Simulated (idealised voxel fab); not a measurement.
The name of this process module is voxel released beams.
The cross-section shown here is cut; it is 160 nm wide and divided into square cells measuring 5 nm on a side.
A cross-section in this document is a grid of square cells, and it is written down as bands, the top band listed before the ones below it; a band is made up of one or more rows of cells. The band entry comprises the height of the band's top followed by the height of its bottom, expressed in nm, and subsequently the band's materials from left to right, each stated together with its width in nm. Where a single material is marked with the word "edge to edge", that material fills the band from edge to edge. The word "air" represents empty space. The reference from which all heights are counted is 0, the level beneath which the as-received wafer is entirely one material; the lowest band, having no lower bound, proceeds downward and is written after the example "0 nm and below". With a width like "30..40", each row of cells in the band differs from the next by the same amount, the top row carrying the first number and the bottom row the second. "remains unaltered" for a step: no cell of the cross-section changed in that step. "Sealed-off cavities": sealed empty spaces, 8 cells or more, no open way to top, listed width x height at distance, with distance from the left edge and width, height and distance in nm. Heads up: the bit after the settings on a step's line is the simulator's remark on that step. The line of a step may include "overlay nm". On a step with a mask, this value is how far to the right of its planned place the mask lay. A negative value means the mask lay to the left.
INTENDED PROCESS STEPS
- 1: RECEIVE, material Si
- 2: CONFORMAL_DEP, material Al2O3, thk nm 5
- 3: DIRECTIONAL_DEP, material SiO2, thk nm 10
- 4: DIRECTIONAL_DEP, material aC, thk nm 15
- 5: PATTERN, tone open, mask id ANCHOR, material resist, width nm 15, thk nm 30, overlay nm 0
- 6: DIRECTIONAL_ETCH, etch materials aC, depth nm 15
- 7: STRIP, etch materials resist
- 8: DIRECTIONAL_ETCH, etch materials SiO2, depth nm 10
- 9: STRIP, etch materials aC
- 10: CONFORMAL_DEP, material polySi, thk nm 10
- 11: DIRECTIONAL_DEP, material aC, thk nm 10
- 12: PATTERN, tone cover, mask id BEAM, material resist, width nm 85, thk nm 25, overlay nm 0
- 13: DIRECTIONAL_ETCH, etch materials aC, depth nm 10
- 14: STRIP, etch materials resist
- 15: DIRECTIONAL_ETCH, etch materials polySi, depth nm 10
- 16: STRIP, etch materials aC
- 17: STRIP, etch materials SiO2
varied across the wafers: width nm of step 5. The plan shows the first wafer's value. All wafers start alike
CROSS-SECTION OF THE FIRST OF SEVERAL RECEIVED WAFERS, SHOWING ITS STATE AFTER STEP 1
- 0 nm and below  Si edge to edge
- Sealed-off cavities: none
PER-WAFER ROWS BELOW. FOR EACH MATERIAL: CELLS GAINED (+) OR LOST (-) SINCE THE WAFER WAS RECEIVED, AS OF END OF MODULE. THEN: CLOSED VOIDS
width nm 15 | +32 Al2O3 | +40 polySi | Sealed-off cavities: none
width nm 20 | +32 Al2O3 | +42 polySi | Sealed-off cavities: none
width nm 25 | +32 Al2O3 | +42 polySi | Sealed-off cavities: none
width nm 30 | +32 Al2O3 | +42 polySi | Sealed-off cavities: none
width nm 35 | +32 Al2O3 | +42 polySi | Sealed-off cavities: none
width nm 40 | +32 Al2O3 | +42 polySi | Sealed-off cavities: none
